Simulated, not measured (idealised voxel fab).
process module | voxel air gaps
cross-section cut | 240 nm wide | cells 5 nm
A cross-section is a grid of square cells, given in bands from the top down. A band is one or more rows of cells.
Each band's line starts with the height of the band's top and of its bottom, in nm. Then come its materials from left to right, each with its width in nm. One material with "throughout" fills the band from edge to edge. "air" is empty space.
Height 0 is the level under which the wafer as received is all one material. The lowest band goes on downwards, as in "0 down".
A width such as "30 to 40" changes by the same amount from each row of cells to the next, from the band's top row to its bottom row.
"no change" after a step means that no cell of the cross-section changed.
closed voids: empty space of 8 cells or more with no open way to the top, each as width x height at its distance from the left edge, in nm
after a step's settings: what the simulator itself notes on the step
overlay nm, on a step with a mask: how far to the right of its planned place the mask lay; to the left if negative
plan
1 op RECEIVE | material Si
2 op CONFORMAL_DEP | material SiO2 | thk nm 15
3 op CONFORMAL_DEP | material SiCN | thk nm 5
4 op DIRECTIONAL_DEP | material lowk | thk nm 30
5 op PATTERN | tone open | mask id LINES | material resist | width nm 15 | pitch nm 45 | thk nm 20 | overlay nm 0
6 op DIRECTIONAL_ETCH | etch materials lowk | depth nm 30
7 op STRIP | etch materials resist
8 op CONFORMAL_DEP | material TiN | thk nm 5
9 op FILL_DEP | material Cu | thk nm 10
10 op CMP | height nm 50
11 op EPI | material Ru | thk nm 10
12 op SELECTIVE_ETCH | etch materials lowk | depth nm 40
13 op CONFORMAL_DEP | material SiCN | thk nm 5
as received, after step 1
  0 down: Si throughout
  closed voids: none
first wafer at the end, as planned
  65 to 60: air 50 | SiCN 135 | air 55
  60 to 50: air 50 | SiCN 5 | Ru 35 | SiCN 10 | Ru 35 | SiCN 10 | Ru 35 | SiCN 5 | air 55
  50 to 45: air 50 | SiCN 15 | TiN 5 | Cu 5 | TiN 5 | SiCN 30 | TiN 5 | Cu 5 | TiN 5 | SiCN 30 | TiN 5 | Cu 5 | TiN 5 | SiCN 15 | air 55
  45 to 25: air 60 | SiCN 5 | TiN 5 | Cu 5 | TiN 5 | SiCN 5 | air 20 | SiCN 5 | TiN 5 | Cu 5 | TiN 5 | SiCN 5 | air 20 | SiCN 5 | TiN 5 | Cu 5 | TiN 5 | SiCN 5 | air 65
  25 to 20: SiCN 65 | TiN 15 | SiCN 30 | TiN 15 | SiCN 30 | TiN 15 | SiCN 70
  20 to 15: SiCN throughout
  15 to 0: SiO2 throughout
  0 down: Si throughout
  closed voids: 20 x 20 at 85; 20 x 20 at 130
second wafer at the end: like start, like plan, one mistake
  65 to 60: SiCN throughout
  60 to 50: Ru throughout
  50 to 25: Cu 60 | TiN 5 | lowk 15 | TiN 5 | Cu 20 | TiN 5 | lowk 15 | TiN 5 | Cu 20 | TiN 5 | lowk 15 | TiN 5 | Cu 65
  25 to 20: TiN 65 | lowk 15 | TiN 30 | lowk 15 | TiN 30 | lowk 15 | TiN 70
  20 to 15: SiCN throughout
  15 to 0: SiO2 throughout
  0 down: Si throughout
  closed voids: none
what went wrong: step 5 ran as: op PATTERN | tone cover | mask id LINES | material resist | width nm 15 | pitch nm 45 | thk nm 20 | overlay nm 0
at the end the second wafer has, in cells: 150 more of Cu | 54 more of Ru | 72 fewer of SiCN | 30 more of TiN | 54 more of lowk
closed voids at the end (first wafer, second wafer): 2, 0
